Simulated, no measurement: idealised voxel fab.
Process module under the name voxel capacitor over wiring
180 nm wide, 5 nm square cells: that's cross-section cut.
In this document a cross-section is written as a grid of square cells. It is given as a series of bands, listed from the top down, and a band is one or more rows of cells. This entry defines a band. It first specifies the height of the band's top and the height of its bottom in nm, and then specifies the band's materials from left to right, stating each material with its width in nm. The word "everywhere" identifies a single material that fills the band from edge to edge, while the word "blank" identifies empty space. Beneath 0, the wafer as received is one material, and that level is where height counting begins. The lowest band goes on downward without a bottom; it is written like "z 0 and below". The width entry "30 to 40" should be interpreted row by row: the top row of cells in the band takes the first number, the bottom row takes the second number, and the change between adjacent rows is uniform throughout. Basically "nothing different" means that step didn't change any cell in the cross-section. Entry "Unvented cavities". Content: empty spaces with no open connection to the top, size 8 cells or greater. Each: width x height at distance. Distance: from left edge. Unit: nm. after a step's settings: what the simulator itself notes on the step. The line of a step may include "overlay nm". On a step with a mask, this value is how far to the right of its planned place the mask lay. A negative value means the mask lay to the left.
**The steps planned for the process are as follows**
- 1: RECEIVE (material Si)
- 2: CONFORMAL_DEP (material SiO2; thk nm 15)
- 3: DIRECTIONAL_DEP (material TiN; thk nm 5)
- 4: DIRECTIONAL_DEP (material Ru; thk nm 20)
- 5: PATTERN (tone cover; mask id METAL_1; material resist; width nm 25; pitch nm 95; thk nm 20; overlay nm 0)
- 6: DIRECTIONAL_ETCH (etch materials Ru; depth nm 20)
- 7: DIRECTIONAL_ETCH (etch materials TiN; depth nm 5)
- 8: STRIP (etch materials resist)
- 9: CONFORMAL_DEP (material SiCN; thk nm 5)
- 10: FILL_DEP (material lowk; thk nm 5)
- 11: CMP (height nm 40)
- 12: CONFORMAL_DEP (material SiCN; thk nm 5)
- 13: DIRECTIONAL_DEP (material SiO2; thk nm 10)
- 14: DIRECTIONAL_DEP (material aC; thk nm 15)
- 15: PATTERN (tone open; mask id PLUG_1; material resist; width nm 15; thk nm 35; overlay nm 0)
- 16: DIRECTIONAL_ETCH (etch materials aC; depth nm 15)
- 17: STRIP (etch materials resist)
- 18: DIRECTIONAL_ETCH (etch materials SiO2; depth nm 10)
- 19: DIRECTIONAL_ETCH (etch materials SiCN; depth nm 5)
- 20: STRIP (etch materials aC)
- 21: EPI (material Ru; thk nm 10)
- 22: EPI (material Ru; thk nm 5)
- 23: DIRECTIONAL_DEP (material TiN; thk nm 5)
- 24: DIRECTIONAL_DEP (material HfO2; thk nm 5)
- 25: DIRECTIONAL_DEP (material TiN; thk nm 5)
- 26: DIRECTIONAL_DEP (material aC; thk nm 15)
- 27: PATTERN (tone cover; mask id UPPER_PLATE; material resist; width nm 75; thk nm 30; overlay nm 0)
- 28: DIRECTIONAL_ETCH (etch materials aC; depth nm 15)
- 29: STRIP (etch materials resist)
- 30: DIRECTIONAL_ETCH (etch materials TiN; depth nm 5)
- 31: DIRECTIONAL_ETCH (etch materials HfO2; depth nm 5)
- 32: STRIP (etch materials aC)
- 33: DIRECTIONAL_DEP (material aC; thk nm 15)
- 34: PATTERN (tone cover; mask id LOWER_PLATE; material resist; width nm 85; thk nm 35; overlay nm 0)
- 35: DIRECTIONAL_ETCH (etch materials aC; depth nm 15)
- 36: STRIP (etch materials resist)
- 37: DIRECTIONAL_ETCH (etch materials TiN; depth nm 5)
- 38: STRIP (etch materials aC)
- 39: FILL_DEP (material SiO2; thk nm 15)
- 40: CMP (height nm 80)
- 41: DIRECTIONAL_DEP (material aC; thk nm 10)
- 42: PATTERN (tone open; mask id PLUG_2; material resist; width nm 15; thk nm 30; overlay nm 0)
- 43: DIRECTIONAL_ETCH (etch materials aC; depth nm 10)
- 44: STRIP (etch materials resist)
- 45: DIRECTIONAL_ETCH (etch materials SiO2; depth nm 10)
- 46: STRIP (etch materials aC)
- 47: CONFORMAL_DEP (material TiN; thk nm 5)
- 48: FILL_DEP (material W; thk nm 10)
- 49: CMP (height nm 80)
- 50: CONFORMAL_DEP (material SiCN; thk nm 5)
**What follows covers the first of two wafers; it ran as planned**
**Cross-section of the wafer as it came to us, i.e., already through step 1**
  z 0 and below  Si everywhere
  Unvented cavities: none
**Upon completion of step 2, the wafer appears in cross-section as shown**
  z 15 to 0  SiO2 everywhere
  below 0: unchanged
**Upon completion of step 3, the wafer appears in cross-section as shown**
  z 20 to 15  TiN everywhere
  below 15: unchanged
**Upon completion of step 4, the wafer appears in cross-section as shown**
  z 40 to 20  Ru everywhere
  below 20: unchanged
**Upon completion of step 5, the wafer appears in cross-section as shown**
  z 60 to 40  30 blank / 25 resist / 70 blank / 25 resist / 30 blank
  below 40: unchanged
**Upon completion of step 6, the wafer appears in cross-section as shown**
  z 60 to 40  30 blank / 25 resist / 70 blank / 25 resist / 30 blank
  z 40 to 20  30 blank / 25 Ru / 70 blank / 25 Ru / 30 blank
  below 20: unchanged
**Upon completion of step 7, the wafer appears in cross-section as shown**
  z 60 to 40  30 blank / 25 resist / 70 blank / 25 resist / 30 blank
  z 40 to 20  30 blank / 25 Ru / 70 blank / 25 Ru / 30 blank
  z 20 to 15  30 blank / 25 TiN / 70 blank / 25 TiN / 30 blank
  below 15: unchanged
**Upon completion of step 8, the wafer appears in cross-section as shown**
  z 40 to 20  30 blank / 25 Ru / 70 blank / 25 Ru / 30 blank
  below 20: unchanged
**Upon completion of step 9, the wafer appears in cross-section as shown**
  z 45 to 40  25 blank / 35 SiCN / 60 blank / 35 SiCN / 25 blank
  z 40 to 20  25 blank / 5 SiCN / 25 Ru / 5 SiCN / 60 blank / 5 SiCN / 25 Ru / 5 SiCN / 25 blank
  z 20 to 15  30 SiCN / 25 TiN / 70 SiCN / 25 TiN / 30 SiCN
  below 15: unchanged
**Upon completion of step 10, the wafer appears in cross-section as shown**
  z 50 to 45  lowk everywhere
  z 45 to 40  25 lowk / 35 SiCN / 60 lowk / 35 SiCN / 25 lowk
  z 40 to 20  25 lowk / 5 SiCN / 25 Ru / 5 SiCN / 60 lowk / 5 SiCN / 25 Ru / 5 SiCN / 25 lowk
  below 20: unchanged
**Upon completion of step 11, the wafer appears in cross-section as shown**
  z 40 to 20  25 lowk / 5 SiCN / 25 Ru / 5 SiCN / 60 lowk / 5 SiCN / 25 Ru / 5 SiCN / 25 lowk
  below 20: unchanged
**Upon completion of step 12, the wafer appears in cross-section as shown**
  z 45 to 40  SiCN everywhere
  below 40: unchanged
**Upon completion of step 13, the wafer appears in cross-section as shown**
  z 55 to 45  SiO2 everywhere
  below 45: unchanged
**Upon completion of step 14, the wafer appears in cross-section as shown**
  z 70 to 55  aC everywhere
  below 55: unchanged
**Upon completion of step 15, the wafer appears in cross-section as shown**
  z 105 to 70  40 resist / 15 blank / 125 resist
  below 70: unchanged
**Upon completion of step 16, the wafer appears in cross-section as shown**
  z 90 to 70  40 resist / 15 blank / 125 resist
  z 70 to 55  40 aC / 15 blank / 125 aC
  below 55: unchanged
**Upon completion of step 17, the wafer appears in cross-section as shown**
  z 70 to 55  40 aC / 15 blank / 125 aC
  below 55: unchanged
**Upon completion of step 18, the wafer appears in cross-section as shown**
  z 70 to 55  40 aC / 15 blank / 125 aC
  z 55 to 45  40 SiO2 / 15 blank / 125 SiO2
  below 45: unchanged
**Upon completion of step 19, the wafer appears in cross-section as shown**
  z 70 to 55  40 aC / 15 blank / 125 aC
  z 55 to 45  40 SiO2 / 15 blank / 125 SiO2
  z 45 to 40  40 SiCN / 15 blank / 125 SiCN
  below 40: unchanged
**Upon completion of step 20, the wafer appears in cross-section as shown**
  z 55 to 45  40 SiO2 / 15 blank / 125 SiO2
  below 45: unchanged
**Upon completion of step 21, the wafer appears in cross-section as shown**
  z 55 to 50  40 SiO2 / 15 blank / 125 SiO2
  z 50 to 45  40 SiO2 / 15 Ru / 125 SiO2
  z 45 to 40  40 SiCN / 15 Ru / 125 SiCN
  below 40: unchanged
**Upon completion of step 22, the wafer appears in cross-section as shown**
  z 55 to 45  40 SiO2 / 15 Ru / 125 SiO2
  below 45: unchanged
**Upon completion of step 23, the wafer appears in cross-section as shown**
  z 60 to 55  TiN everywhere
  below 55: unchanged
**Upon completion of step 24, the wafer appears in cross-section as shown**
  z 65 to 60  HfO2 everywhere
  below 60: unchanged
**Upon completion of step 25, the wafer appears in cross-section as shown**
  z 70 to 65  TiN everywhere
  below 65: unchanged
**Upon completion of step 26, the wafer appears in cross-section as shown**
  z 85 to 70  aC everywhere
  below 70: unchanged
**Upon completion of step 27, the wafer appears in cross-section as shown**
  z 115 to 85  40 blank / 75 resist / 65 blank
  below 85: unchanged
**Upon completion of step 28, the wafer appears in cross-section as shown**
  z 100 to 85  40 blank / 75 resist / 65 blank
  z 85 to 70  40 blank / 75 aC / 65 blank
  below 70: unchanged
**Upon completion of step 29, the wafer appears in cross-section as shown**
  z 85 to 70  40 blank / 75 aC / 65 blank
  below 70: unchanged
**Upon completion of step 30, the wafer appears in cross-section as shown**
  z 85 to 70  40 blank / 75 aC / 65 blank
  z 70 to 65  40 blank / 75 TiN / 65 blank
  below 65: unchanged
**Upon completion of step 31, the wafer appears in cross-section as shown**
  z 85 to 70  40 blank / 75 aC / 65 blank
  z 70 to 65  40 blank / 75 TiN / 65 blank
  z 65 to 60  40 blank / 75 HfO2 / 65 blank
  below 60: unchanged
**Upon completion of step 32, the wafer appears in cross-section as shown**
  z 70 to 65  40 blank / 75 TiN / 65 blank
  below 65: unchanged
**Upon completion of step 33, the wafer appears in cross-section as shown**
  z 85 to 75  40 blank / 75 aC / 65 blank
  z 75 to 70  aC everywhere
  z 70 to 65  40 aC / 75 TiN / 65 aC
  z 65 to 60  40 aC / 75 HfO2 / 65 aC
  below 60: unchanged
**Upon completion of step 34, the wafer appears in cross-section as shown**
  z 120 to 85  35 blank / 85 resist / 60 blank
  z 85 to 75  35 blank / 5 resist / 75 aC / 5 resist / 60 blank
  below 75: unchanged
**Upon completion of step 35, the wafer appears in cross-section as shown**
  z 105 to 85  35 blank / 85 resist / 60 blank
  z 85 to 75  35 blank / 5 resist / 75 aC / 5 resist / 60 blank
  z 75 to 70  35 blank / 85 aC / 60 blank
  z 70 to 65  35 blank / 5 aC / 75 TiN / 5 aC / 60 blank
  z 65 to 60  35 blank / 5 aC / 75 HfO2 / 5 aC / 60 blank
  below 60: unchanged
**Upon completion of step 36, the wafer appears in cross-section as shown**
  z 85 to 75  40 blank / 75 aC / 65 blank
  below 75: unchanged
**Upon completion of step 37, the wafer appears in cross-section as shown**
  z 85 to 75  40 blank / 75 aC / 65 blank
  z 75 to 70  35 blank / 85 aC / 60 blank
  z 70 to 65  35 blank / 5 aC / 75 TiN / 5 aC / 60 blank
  z 65 to 60  35 blank / 5 aC / 75 HfO2 / 5 aC / 60 blank
  z 60 to 55  35 blank / 85 TiN / 60 blank
  below 55: unchanged
**Upon completion of step 38, the wafer appears in cross-section as shown**
  z 70 to 65  40 blank / 75 TiN / 65 blank
  z 65 to 60  40 blank / 75 HfO2 / 65 blank
  below 60: unchanged
**Upon completion of step 39, the wafer appears in cross-section as shown**
  z 85 to 70  SiO2 everywhere
  z 70 to 65  40 SiO2 / 75 TiN / 65 SiO2
  z 65 to 60  40 SiO2 / 75 HfO2 / 65 SiO2
  z 60 to 55  35 SiO2 / 85 TiN / 60 SiO2
  below 55: unchanged
**Upon completion of step 40, the wafer appears in cross-section as shown**
  z 80 to 70  SiO2 everywhere
  below 70: unchanged
**Upon completion of step 41, the wafer appears in cross-section as shown**
  z 90 to 80  aC everywhere
  below 80: unchanged
**Upon completion of step 42, the wafer appears in cross-section as shown**
  z 120 to 90  50 resist / 15 blank / 115 resist
  below 90: unchanged
**Upon completion of step 43, the wafer appears in cross-section as shown**
  z 110 to 90  50 resist / 15 blank / 115 resist
  z 90 to 80  50 aC / 15 blank / 115 aC
  below 80: unchanged
**Upon completion of step 44, the wafer appears in cross-section as shown**
  z 90 to 80  50 aC / 15 blank / 115 aC
  below 80: unchanged
**Upon completion of step 45, the wafer appears in cross-section as shown**
  z 90 to 80  50 aC / 15 blank / 115 aC
  z 80 to 70  50 SiO2 / 15 blank / 115 SiO2
  below 70: unchanged
**Upon completion of step 46, the wafer appears in cross-section as shown**
  z 80 to 70  50 SiO2 / 15 blank / 115 SiO2
  below 70: unchanged
**Upon completion of step 47, the wafer appears in cross-section as shown**
  z 85 to 80  55 TiN / 5 blank / 120 TiN
  z 80 to 75  50 SiO2 / 5 TiN / 5 blank / 5 TiN / 115 SiO2
  z 75 to 65  50 to 40 SiO2 / 15 to 75 TiN / 115 to 65 SiO2
  below 65: unchanged
**Upon completion of step 48, the wafer appears in cross-section as shown**
  z 95 to 85  W everywhere
  z 85 to 80  55 TiN / 5 W / 120 TiN
  z 80 to 75  50 SiO2 / 5 TiN / 5 W / 5 TiN / 115 SiO2
  below 75: unchanged
**Upon completion of step 49, the wafer appears in cross-section as shown**
  z 80 to 75  50 SiO2 / 5 TiN / 5 W / 5 TiN / 115 SiO2
  below 75: unchanged
**Upon completion of step 50, the wafer appears in cross-section as shown**
  z 85 to 80  SiCN everywhere
  below 80: unchanged
**Wafer two. Same start, same plan, one slip in execution. Same as wafer one through step 26, inclusive**
**X-section, second wafer, when step 27 was due to finish**
  z 115 to 85  45 blank / 75 resist / 60 blank
  below 85: unchanged
**X-section, second wafer, when step 28 was due to finish**
  z 100 to 85  45 blank / 75 resist / 60 blank
  z 85 to 70  45 blank / 75 aC / 60 blank
  below 70: unchanged
**X-section, second wafer, when step 29 was due to finish**
  z 85 to 70  45 blank / 75 aC / 60 blank
  below 70: unchanged
**X-section, second wafer, when step 30 was due to finish**
  z 85 to 70  45 blank / 75 aC / 60 blank
  z 70 to 65  45 blank / 75 TiN / 60 blank
  below 65: unchanged
**X-section, second wafer, when step 31 was due to finish**
  z 85 to 70  45 blank / 75 aC / 60 blank
  z 70 to 65  45 blank / 75 TiN / 60 blank
  z 65 to 60  45 blank / 75 HfO2 / 60 blank
  below 60: unchanged
**X-section, second wafer, when step 32 was due to finish**
  z 70 to 65  45 blank / 75 TiN / 60 blank
  below 65: unchanged
**X-section, second wafer, when step 33 was due to finish**
  z 85 to 75  45 blank / 75 aC / 60 blank
  z 75 to 70  aC everywhere
  z 70 to 65  45 aC / 75 TiN / 60 aC
  z 65 to 60  45 aC / 75 HfO2 / 60 aC
  below 60: unchanged
**X-section, second wafer, when step 34 was due to finish**
  z 120 to 85  35 blank / 85 resist / 60 blank
  z 85 to 75  35 blank / 10 resist / 75 aC / 60 blank
  below 75: unchanged
**X-section, second wafer, when step 35 was due to finish**
  z 105 to 85  35 blank / 85 resist / 60 blank
  z 85 to 75  35 blank / 10 resist / 75 aC / 60 blank
  z 75 to 70  35 blank / 85 aC / 60 blank
  z 70 to 65  35 blank / 10 aC / 75 TiN / 60 blank
  z 65 to 60  35 blank / 10 aC / 75 HfO2 / 60 blank
  below 60: unchanged
**X-section, second wafer, when step 36 was due to finish**
  z 85 to 75  45 blank / 75 aC / 60 blank
  below 75: unchanged
**X-section, second wafer, when step 37 was due to finish**
  z 85 to 75  45 blank / 75 aC / 60 blank
  z 75 to 70  35 blank / 85 aC / 60 blank
  z 70 to 65  35 blank / 10 aC / 75 TiN / 60 blank
  z 65 to 60  35 blank / 10 aC / 75 HfO2 / 60 blank
  z 60 to 55  35 blank / 85 TiN / 60 blank
  below 55: unchanged
**X-section, second wafer, when step 38 was due to finish**
  z 70 to 65  45 blank / 75 TiN / 60 blank
  z 65 to 60  45 blank / 75 HfO2 / 60 blank
  below 60: unchanged
**X-section, second wafer, when step 39 was due to finish**
  z 85 to 70  SiO2 everywhere
  z 70 to 65  45 SiO2 / 75 TiN / 60 SiO2
  z 65 to 60  45 SiO2 / 75 HfO2 / 60 SiO2
  z 60 to 55  35 SiO2 / 85 TiN / 60 SiO2
  below 55: unchanged
**X-section, second wafer, when step 40 was due to finish**
  z 80 to 70  SiO2 everywhere
  below 70: unchanged
**X-section, second wafer, when step 41 was due to finish**
  z 90 to 80  aC everywhere
  below 80: unchanged
**X-section, second wafer, when step 42 was due to finish**
  z 120 to 90  50 resist / 15 blank / 115 resist
  below 90: unchanged
**X-section, second wafer, when step 43 was due to finish**
  z 110 to 90  50 resist / 15 blank / 115 resist
  z 90 to 80  50 aC / 15 blank / 115 aC
  below 80: unchanged
**X-section, second wafer, when step 44 was due to finish**
  z 90 to 80  50 aC / 15 blank / 115 aC
  below 80: unchanged
**X-section, second wafer, when step 45 was due to finish**
  z 90 to 80  50 aC / 15 blank / 115 aC
  z 80 to 70  50 SiO2 / 15 blank / 115 SiO2
  below 70: unchanged
**X-section, second wafer, when step 46 was due to finish**
  z 80 to 70  50 SiO2 / 15 blank / 115 SiO2
  below 70: unchanged
**X-section, second wafer, when step 47 was due to finish**
  z 85 to 80  55 TiN / 5 blank / 120 TiN
  z 80 to 75  50 SiO2 / 5 TiN / 5 blank / 5 TiN / 115 SiO2
  z 75 to 65  50 to 45 SiO2 / 15 to 75 TiN / 115 to 60 SiO2
  below 65: unchanged
**X-section, second wafer, when step 48 was due to finish**
  z 95 to 85  W everywhere
  z 85 to 80  55 TiN / 5 W / 120 TiN
  z 80 to 75  50 SiO2 / 5 TiN / 5 W / 5 TiN / 115 SiO2
  below 75: unchanged
**X-section, second wafer, when step 49 was due to finish**
  z 80 to 75  50 SiO2 / 5 TiN / 5 W / 5 TiN / 115 SiO2
  below 75: unchanged
**X-section, second wafer, when step 50 was due to finish**
  z 85 to 80  SiCN everywhere
  below 80: unchanged
In executing the process, a mistake was made relative to the plan: contrary to plan, step 27 was performed as PATTERN (tone cover; mask id UPPER_PLATE; material resist; width nm 75; thk nm 30; overlay nm 5)
End check, second vs first wafer: material counts in cells match, positions do not.
